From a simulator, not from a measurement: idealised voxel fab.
Herein follows the process module entitled voxel spacer lines.
Shown is cross-section cut, with a width of 235 nm and square cells of size 5 nm.
When this document writes out a cross-section, it uses a grid of square cells and lists it as bands, beginning at the top and moving down, with a band standing for one or more rows of cells. Quick guide to a band line: top height, bottom height (nm) up front; then every material left to right with its width in nm. Only one material and it's marked "edge to edge"? Then it fills the band edge to edge. And "empty" just means empty space. Zero point of the height axis is 0; under it, received wafer = one material. Lowest band: continues down indefinitely, "0 down". Width "30 to 40": first value at the band's top row of cells, second value at its bottom row, equal change from row to row. Where the words "left unchanged" appear for a step, the cross-section shows no cell changed by that step; every cell remained as before. "Enclosed internal voids" - sealed voids, min. 8 cells, no opening to top; format: width x height at distance (distance from left edge; nm throughout). Post-settings text on a step line: simulator's own remark regarding the step. overlay nm: right-of-plan distance of the mask on a masked step; negative values mean left-of-plan.

## This section lists the process steps that were planned
1. RECEIVE,material Si
2. CONFORMAL_DEP,material SiO2,thk nm 5
3. DIRECTIONAL_DEP,material TiN,thk nm 20
4. DIRECTIONAL_DEP,material aC,thk nm 20
5. PATTERN,tone cover,mask id MANDREL,material resist,width nm 15,pitch nm 60,thk nm 25,overlay nm 0
6. DIRECTIONAL_ETCH,etch materials aC,depth nm 20
7. STRIP,etch materials resist
8. CONFORMAL_DEP,material SiN,thk nm 15
9. DIRECTIONAL_ETCH,etch materials SiN,depth nm 15
10. STRIP,etch materials aC
11. DIRECTIONAL_ETCH,etch materials TiN,depth nm 20
12. STRIP,etch materials SiN
13. FILL_DEP,material SiO2,thk nm 5
14. CMP,height nm 25

## As-received state of the wafer in cross-section, equivalent to post-step 1
- 0 down | Si edge to edge
- Enclosed internal voids: none

## Cross-section: first of two wafers, module finished, run according to plan
- 25 to 5 | 65 nm SiO2  15 nm TiN  15 nm SiO2  15 nm TiN  15 nm SiO2  15 nm TiN  15 nm SiO2  15 nm TiN  65 nm SiO2
- 5 to 0 | SiO2 edge to edge
- 0 down | Si edge to edge
- Enclosed internal voids: none

## This is the second of the two wafers, cross-sectioned at the end of the module; it started exactly like the first and was given the same plan, but it was run with one mistake
- 20 to 5 | 65 nm SiO2  15 nm TiN  15 nm SiO2  15 nm TiN  15 nm SiO2  15 nm TiN  15 nm SiO2  15 nm TiN  65 nm SiO2
- 5 to 0 | SiO2 edge to edge
- 0 down | Si edge to edge
- Enclosed internal voids: none
Run error: step 14 changed vs plan, executed as CMP,height nm 20
At the finish, the second wafer shows more or fewer cells for some materials than the first does: -35 SiO2; -12 TiN
